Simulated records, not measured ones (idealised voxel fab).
A process module follows: voxel plated lines.
Section cut is 225 nm wide and gridded with 5 nm square cells.
In this document a cross-section is written as a grid of square cells. It is given as a series of bands, listed from the top down, and a band is one or more rows of cells. Band entry format. Leading values: height of top, height of bottom, nm. Remainder: materials in left-to-right order, each with its width in nm. Special words: "all across" on a single material, which then fills the band edge to edge; "air", empty space. It should be noted that heights are counted from 0, beneath which the wafer as supplied is of one material throughout, and that the lowest band possesses no lower boundary but continues downward, as written in "z 0 and below". Top row gets the first number, bottom row gets the second, and each row in between changes by the same step: that is how a band width like "30->40" works. Take "no change" at face value: in the step it is given for, the cross-section changed in none of its cells. You'll see "Enclosed void list" listing empty spaces that have no way open to the top, as long as they're 8 cells or more; the notation is width x height at distance, where the distance is from the left edge, and all of it is in nm. Where a step's line continues beyond its settings, the continuation is a remark by the simulator itself on that step. "overlay nm" answers the question of how far to the right of plan the mask lay on a step that has a mask, and when it is negative the answer is to the left.
The planned process steps are enumerated hereunder:
1 RECEIVE: material Si
2 CONFORMAL_DEP: material Al2O3, thk nm 15
3 DIRECTIONAL_DEP: material TiN, thk nm 5
4 PATTERN: tone open, mask id LINES, material resist, width nm 20, pitch nm 45, thk nm 30, overlay nm 0
5 EPI: material Ru, thk nm 5
6 EPI: material Ru, thk nm 10
7 STRIP: etch materials resist
8 DIRECTIONAL_ETCH: etch materials TiN, depth nm 5
9 CONFORMAL_DEP: material SiN, thk nm 5
For this document, wafers share an identical start and vary in the step 9 thk nm; the plan quotes the first wafer's value.
Cross-section of the first of several wafers on receipt, reflecting completion of step 1:
	z 0 and below | Si all across
	Enclosed void list: none
End-of-module cross-section, first of several wafers, after last step 9:
	z 40 to 35 | 30 air / 30 SiN / 15 air / 30 SiN / 15 air / 30 SiN / 15 air / 30 SiN / 30 air
	z 35 to 20 | 30 air / 5 SiN / 20 Ru / 5 SiN / 15 air / 5 SiN / 20 Ru / 5 SiN / 15 air / 5 SiN / 20 Ru / 5 SiN / 15 air / 5 SiN / 20 Ru / 5 SiN / 30 air
	z 20 to 15 | 35 SiN / 20 TiN / 25 SiN / 20 TiN / 25 SiN / 20 TiN / 25 SiN / 20 TiN / 35 SiN
	z 15 to 0 | Al2O3 all across
	z 0 and below | Si all across
	Enclosed void list: none
Module end, final wafer: cross-section:
	z 55 to 35 | 15 air / 195 SiN / 15 air
	z 35 to 20 | 35 SiN / 20 Ru / 25 SiN / 20 Ru / 25 SiN / 20 Ru / 25 SiN / 20 Ru / 35 SiN
	z 20 to 15 | 35 SiN / 20 TiN / 25 SiN / 20 TiN / 25 SiN / 20 TiN / 25 SiN / 20 TiN / 35 SiN
	z 15 to 0 | Al2O3 all across
	z 0 and below | Si all across
	Enclosed void list: none
wafer rows; end of module; cells per material since receipt: (+) gained, (-) lost; then closed voids:
thk nm 5; +135 Al2O3; +48 Ru; +77 SiN; +16 TiN; Enclosed void list: none
thk nm 10; +135 Al2O3; +48 Ru; +154 SiN; +16 TiN; Enclosed void list: none
thk nm 15; +135 Al2O3; +48 Ru; +219 SiN; +16 TiN; Enclosed void list: none
thk nm 20; +135 Al2O3; +48 Ru; +272 SiN; +16 TiN; Enclosed void list: none
